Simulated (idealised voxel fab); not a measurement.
This section sets out a process module, namely voxel capacitor over wiring.
For reference, the cross-section in this document is cut, with width 200 nm and square cells of 5 nm.
Cross-section layout: square cells on a grid; listed as bands, top to bottom; a band spans one or more cell rows. Look at the band entry: it leads with the top's height and the bottom's height in nm. Then it lists the materials left to right, with a width in nm for each. The word "everywhere" on a single material says that material fills the band edge to edge. The word "empty" is empty space. The level at which height equals 0 is the one under which the wafer, as it arrives, is entirely one material. No lower edge exists for the bottom band, which continues downward and is notated as in "0 -> down". Width spec "30->40" -> top row of cells at first value, bottom row at second value, equal per-row change in between. The cross-section has no changed cell in any step marked "left unchanged". This entry, "Fully sealed cavities", enumerates those empty regions of no fewer than 8 cells that possess no open connection to the top. Each region is reported in the form width x height at distance, the distance being taken from the left edge, with all three quantities expressed in nm. Text after the settings on a step's line: the simulator's own remark on that step. If you see "overlay nm" on a step's line and that step has a mask, it's telling you how far right of where it was planned the mask ended up; a negative number means it went left instead.

Intended process steps
- 1: RECEIVE,material Si
- 2: CONFORMAL_DEP,material SiO2,thk nm 15
- 3: DIRECTIONAL_DEP,material TiN,thk nm 5
- 4: DIRECTIONAL_DEP,material Ru,thk nm 15
- 5: PATTERN,tone cover,mask id METAL_1,material resist,width nm 25,pitch nm 85,thk nm 15,overlay nm 0
- 6: DIRECTIONAL_ETCH,etch materials Ru,depth nm 15
- 7: DIRECTIONAL_ETCH,etch materials TiN,depth nm 5
- 8: STRIP,etch materials resist
- 9: FILL_DEP,material lowk,thk nm 5
- 10: CMP,height nm 35
- 11: CONFORMAL_DEP,material SiCN,thk nm 5
- 12: DIRECTIONAL_DEP,material SiO2,thk nm 10
- 13: MASKED_ETCH,tone open,mask id PLUG_1,width nm 15,etch materials SiO2,depth nm 10,overlay nm 0
- 14: MASKED_ETCH,tone open,mask id PLUG_1,width nm 15,etch materials SiCN,depth nm 5,overlay nm 0
- 15: CONFORMAL_DEP,material TiN,thk nm 5
- 16: FILL_DEP,material W,thk nm 5
- 17: CMP,height nm 50
- 18: DIRECTIONAL_DEP,material TiN,thk nm 10
- 19: DIRECTIONAL_DEP,material HfO2,thk nm 5
- 20: DIRECTIONAL_DEP,material TiN,thk nm 5
- 21: DIRECTIONAL_DEP,material aC,thk nm 10
- 22: PATTERN,tone cover,mask id UPPER_PLATE,material resist,width nm 65,thk nm 30,overlay nm 0
- 23: DIRECTIONAL_ETCH,etch materials aC,depth nm 10
- 24: STRIP,etch materials resist
- 25: DIRECTIONAL_ETCH,etch materials TiN,depth nm 5
- 26: DIRECTIONAL_ETCH,etch materials HfO2,depth nm 5
- 27: STRIP,etch materials aC
- 28: MASKED_ETCH,tone cover,mask id LOWER_PLATE,width nm 75,etch materials TiN,depth nm 10,overlay nm 0
- 29: FILL_DEP,material SiO2,thk nm 20
- 30: CMP,height nm 85
- 31: MASKED_ETCH,tone open,mask id PLUG_2,width nm 15,etch materials SiO2,depth nm 15,overlay nm 0
- 32: CONFORMAL_DEP,material TiN,thk nm 5
- 33: FILL_DEP,material Cu,thk nm 5
- 34: CMP,height nm 85
- 35: CONFORMAL_DEP,material SiN,thk nm 5

Cross-section of the wafer upon arrival, representing the state reached after step 1
    0 -> down = Si everywhere
    Fully sealed cavities: none

Here's the cross-section of the first of our two wafers at the end of the module - it ran as planned
    90 -> 85 = SiN everywhere
    85 -> 75 = 65 SiO2  5 TiN  5 Cu  5 TiN  120 SiO2
    75 -> 65 = 65->55 SiO2  15->65 TiN  120->80 SiO2
    65 -> 60 = 55 SiO2  65 HfO2  80 SiO2
    60 -> 50 = 50 SiO2  75 TiN  75 SiO2
    50 -> 40 = 55 SiO2  5 TiN  5 W  5 TiN  130 SiO2
    40 -> 35 = 55 SiCN  15 TiN  130 SiCN
    35 -> 20 = 45 lowk  25 Ru  60 lowk  25 Ru  45 lowk
    20 -> 15 = 45 lowk  25 TiN  60 lowk  25 TiN  45 lowk
    15 -> 0 = SiO2 everywhere
    0 -> down = Si everywhere
    Fully sealed cavities: none

Wafer two (of two), end-of-module cross-section: start = wafer one, plan = wafer one, one run mistake
    90 -> 85 = SiN everywhere
    85 -> 75 = 65 SiO2  5 TiN  5 Cu  5 TiN  120 SiO2
    75 -> 65 = 65->60 SiO2  15->55 TiN  120->85 SiO2
    65 -> 60 = 60 SiO2  55 HfO2  85 SiO2
    60 -> 50 = 50 SiO2  75 TiN  75 SiO2
    50 -> 40 = 55 SiO2  5 TiN  5 W  5 TiN  130 SiO2
    40 -> 35 = 55 SiCN  15 TiN  130 SiCN
    35 -> 20 = 45 lowk  25 Ru  60 lowk  25 Ru  45 lowk
    20 -> 15 = 45 lowk  25 TiN  60 lowk  25 TiN  45 lowk
    15 -> 0 = SiO2 everywhere
    0 -> down = Si everywhere
    Fully sealed cavities: none
What went wrong in running the wafer? step 22, actual vs plan mismatch, actual run PATTERN,tone cover,mask id UPPER_PLATE,material resist,width nm 55,thk nm 30,overlay nm 0
Counted in cells at the end, the second wafer holds more or fewer of these materials than the first: -2 HfO2, +4 SiO2, -2 TiN
